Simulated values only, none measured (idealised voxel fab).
The process module presented herein is designated voxel gate over fins.
Pictured: cross-section cut, 140 nm wide, on a grid of 5 nm square cells.
Cross-sections here: square-cell grids, written as top-down lists of bands, a band being one or more rows of cells.
Top, bottom (nm), then materials left to right with widths (nm); lone material tagged "full width" fills the whole band edge to edge; "air" = empty space.
Measure heights from 0. That's the level where, below it, the as-received wafer is all one material. The lowest band is bottomless and extends downward; write it as in "from 0 down".
Width "30->40": first value at the band's top row of cells, second value at its bottom row, equal change from row to row.
Where the words "nothing altered" appear for a step, the cross-section shows no cell changed by that step; every cell remained as before.
Basically, "Completely sealed voids" tells you about the enclosed voids: empty spaces with no open way to the top, 8 cells or bigger, each written width x height at distance, where distance is from the left edge, all in nm.
Where a step's line continues beyond its settings, the continuation is a remark by the simulator itself on that step.
When a step includes a mask, the "overlay nm" setting on its line states how far to the right of its planned place that mask lay, and negative values state how far to the left.

[The planned process steps are enumerated hereunder]
step 1: RECEIVE, material Si
step 2: CONFORMAL_DEP, material SiN, thk nm 5
step 3: PATTERN, tone cover, mask id FINS, material resist, width nm 15, pitch nm 40, thk nm 20, overlay nm 0
step 4: DIRECTIONAL_ETCH, etch materials SiN, depth nm 5
step 5: DIRECTIONAL_ETCH, etch materials Si, depth nm 40
step 6: STRIP, etch materials resist
step 7: FILL_DEP, material SiO2, thk nm 10
step 8: CMP, height nm 5
step 9: SELECTIVE_ETCH, etch materials SiO2, depth nm 20
step 10: STRIP, etch materials SiN
step 11: CONFORMAL_DEP, material HfO2, thk nm 5
step 12: CONFORMAL_DEP, material TiN, thk nm 5
step 13: CONFORMAL_DEP, material TiAl, thk nm 5
step 14: CONFORMAL_DEP, material TiN, thk nm 5
step 15: FILL_DEP, material W, thk nm 10
step 16: CMP, height nm 25
step 17: CONFORMAL_DEP, material SiCN, thk nm 5

[As-received state of the wafer in cross-section, equivalent to post-step 1]
- from 0 down: Si full width
- Completely sealed voids: none

[Looking at the first of two wafers in cross-section at end of module - ran to plan]
- from 30 to 25: SiCN full width
- from 25 to 20: W full width
- from 20 to 15: W=20, then TiN=95, then W=25
- from 15 to 10: W=20, then TiN=5, then TiAl=85, then TiN=5, then W=25
- from 10 to 5: W=20, then TiN=5, then TiAl=5, then TiN=35, then TiAl=5, then TiN=35, then TiAl=5, then TiN=5, then W=25
- from 5 to 0: TiN=25, then TiAl=5, then TiN=5, then HfO2=25, then TiN=5, then TiAl=5, then TiN=5, then HfO2=25, then TiN=5, then TiAl=5, then TiN=30
- from 0 to -5: TiAl=30, then TiN=5, then HfO2=5, then Si=15, then HfO2=5, then TiN=5, then TiAl=5, then TiN=5, then HfO2=5, then Si=15, then HfO2=5, then TiN=5, then TiAl=35
- from -5 to -10: TiN=35, then HfO2=5, then Si=15, then HfO2=5, then TiN=15, then HfO2=5, then Si=15, then HfO2=5, then TiN=40
- from -10 to -15: HfO2=40, then Si=15, then HfO2=25, then Si=15, then HfO2=45
- from -15 to -40: SiO2=40, then Si=15, then SiO2=25, then Si=15, then SiO2=45
- from -40 down: Si full width
- Completely sealed voids: none

[Module end: cross-section of wafer two of two. Same start and process plan as the first wafer. One mistake during execution]
- from 30 to 25: SiCN full width
- from 25 to 15: W full width
- from 15 to 10: W=20, then TiN=95, then W=25
- from 10 to 5: W=20, then TiN=5, then TiAl=85, then TiN=5, then W=25
- from 5 to 0: W=20, then TiN=5, then TiAl=5, then TiN=35, then TiAl=5, then TiN=35, then TiAl=5, then TiN=5, then W=25
- from 0 to -5: W=20, then TiN=5, then TiAl=5, then TiN=5, then HfO2=25, then TiN=5, then TiAl=5, then TiN=5, then HfO2=25, then TiN=5, then TiAl=5, then TiN=5, then W=25
- from -5 to -10: TiN=25, then TiAl=5, then TiN=5, then HfO2=5, then Si=15, then HfO2=5, then TiN=5, then TiAl=5, then TiN=5, then HfO2=5, then Si=15, then HfO2=5, then TiN=5, then TiAl=5, then TiN=30
- from -10 to -15: TiAl=30, then TiN=5, then HfO2=5, then Si=15, then HfO2=5, then TiN=5, then TiAl=5, then TiN=5, then HfO2=5, then Si=15, then HfO2=5, then TiN=5, then TiAl=35
- from -15 to -20: TiN=35, then HfO2=5, then Si=15, then HfO2=5, then TiN=15, then HfO2=5, then Si=15, then HfO2=5, then TiN=40
- from -20 to -25: HfO2=40, then Si=15, then HfO2=25, then Si=15, then HfO2=45
- from -25 to -40: SiO2=40, then Si=15, then SiO2=25, then Si=15, then SiO2=45
- from -40 down: Si full width
- Completely sealed voids: none
It is concluded that the wafer was processed incorrectly with respect to the plan, in that step 8 did not happen as planned, as run it was CMP, height nm -5
It is noted that, at the conclusion of processing, the second wafer exhibits a higher or lower cell count for certain materials relative to the first: +4 HfO2 | -6 Si | -44 SiO2 | +3 TiAl | +6 TiN | +37 W
